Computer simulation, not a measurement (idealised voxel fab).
Module name: voxel capacitor over wiring (process module)
Square cell edge 5 nm, section width 300 nm, ID cut.
Cross-section spec: square-cell grid; bands listed top down; each band is one or more rows. In this notation a band is specified by the heights of its top and bottom, in that order and in nm, after which its materials appear from left to right, each paired with its width in nm. The word "everywhere" attached to a single material means that material fills the band from edge to edge; the word "air" stands for empty space. Heights are reckoned from 0. Under this level, the received wafer is all of one material. The bottommost band is open-ended downward, for example "z 0 and below". A width such as "30 to 40" changes by the same amount from each row of cells to the next, from the band's top row to its bottom row. You'll sometimes find "all unchanged" written for a step, and that's the way of saying that nowhere in the cross-section did a cell change during that step. Each empty space that has no open way to the top and spans at least 8 cells appears under "Cavities, sealed" as width x height at distance, the distance counted from the left edge, all in nm. Where a step's line continues beyond its settings, the continuation is a remark by the simulator itself on that step. Each step line may optionally specify "overlay nm", which for a step with a mask gives the rightward distance between the mask's planned place and where it lay, a negative value indicating the leftward direction.
Process steps - plan
| 1 | RECEIVE [material Si] |
| 2 | CONFORMAL_DEP [material SiO2] [thk nm 15] |
| 3 | CONFORMAL_DEP [material SiN] [thk nm 5] |
| 4 | DIRECTIONAL_DEP [material lowk] [thk nm 20] |
| 5 | PATTERN [tone open] [mask id METAL_1] [material resist] [width nm 15] [pitch nm 90] [thk nm 20] [overlay nm 0] |
| 6 | DIRECTIONAL_ETCH [etch materials lowk] [depth nm 20] |
| 7 | DIRECTIONAL_ETCH [etch materials SiN] [depth nm 5] |
| 8 | STRIP [etch materials resist] |
| 9 | CONFORMAL_DEP [material TiN] [thk nm 5] |
| 10 | FILL_DEP [material Cu] [thk nm 5] |
| 11 | CMP [height nm 40] |
| 12 | CONFORMAL_DEP [material SiCN] [thk nm 5] |
| 13 | DIRECTIONAL_DEP [material lowk] [thk nm 20] |
| 14 | PATTERN [tone open] [mask id PLUG_1] [material resist] [width nm 15] [thk nm 20] [overlay nm 0] |
| 15 | DIRECTIONAL_ETCH [etch materials lowk] [depth nm 20] |
| 16 | DIRECTIONAL_ETCH [etch materials SiCN] [depth nm 5] |
| 17 | STRIP [etch materials resist] |
| 18 | CONFORMAL_DEP [material TiN] [thk nm 5] |
| 19 | FILL_DEP [material Ru] [thk nm 10] |
| 20 | CMP [height nm 65] |
| 21 | DIRECTIONAL_DEP [material TiN] [thk nm 5] |
| 22 | DIRECTIONAL_DEP [material HfO2] [thk nm 5] |
| 23 | DIRECTIONAL_DEP [material TiN] [thk nm 5] |
| 24 | DIRECTIONAL_DEP [material aC] [thk nm 15] |
| 25 | PATTERN [tone cover] [mask id UPPER_PLATE] [material resist] [width nm 75] [thk nm 35] [overlay nm 0] |
| 26 | DIRECTIONAL_ETCH [etch materials aC] [depth nm 15] |
| 27 | STRIP [etch materials resist] |
| 28 | DIRECTIONAL_ETCH [etch materials TiN] [depth nm 5] |
| 29 | DIRECTIONAL_ETCH [etch materials HfO2] [depth nm 5] |
| 30 | STRIP [etch materials aC] |
| 31 | MASKED_ETCH [tone cover] [mask id LOWER_PLATE] [width nm 85] [etch materials TiN] [depth nm 5] [overlay nm 0] |
| 32 | FILL_DEP [material SiO2] [thk nm 15] |
| 33 | CMP [height nm 90] |
| 34 | MASKED_ETCH [tone open] [mask id PLUG_2] [width nm 15] [etch materials SiO2] [depth nm 10] [overlay nm 0] |
| 35 | CONFORMAL_DEP [material TiN] [thk nm 5] |
| 36 | FILL_DEP [material Cu] [thk nm 10] |
| 37 | CMP [height nm 90] |
| 38 | CONFORMAL_DEP [material SiCN] [thk nm 5] |
The wafers are alike at the start. At step 5, their width nm differs. The plan lists the first wafer's value.
Cross-section: the first of several wafers in its as-received state, i.e. following step 1
- z 0 and below  Si everywhere
- Cavities, sealed: none
For your reference, the table is organized with a row per wafer; each row reflects the wafer at the end of the module, indicating for each material the cells gained (+) or lost (-) since receipt, and thereafter its closed voids
width nm 15; +9 Cu; +15 HfO2; +4 Ru; +117 SiCN; +54 SiN; +427 SiO2; +70 TiN; +444 lowk; Cavities, sealed: none
width nm 20; +17 Cu; +15 HfO2; +4 Ru; +117 SiCN; +52 SiN; +427 SiO2; +72 TiN; +436 lowk; Cavities, sealed: none
width nm 25; +25 Cu; +15 HfO2; +4 Ru; +117 SiCN; +50 SiN; +427 SiO2; +74 TiN; +428 lowk; Cavities, sealed: none
width nm 30; +33 Cu; +15 HfO2; +4 Ru; +117 SiCN; +48 SiN; +427 SiO2; +76 TiN; +420 lowk; Cavities, sealed: none
width nm 35; +41 Cu; +15 HfO2; +4 Ru; +117 SiCN; +46 SiN; +427 SiO2; +78 TiN; +412 lowk; Cavities, sealed: none
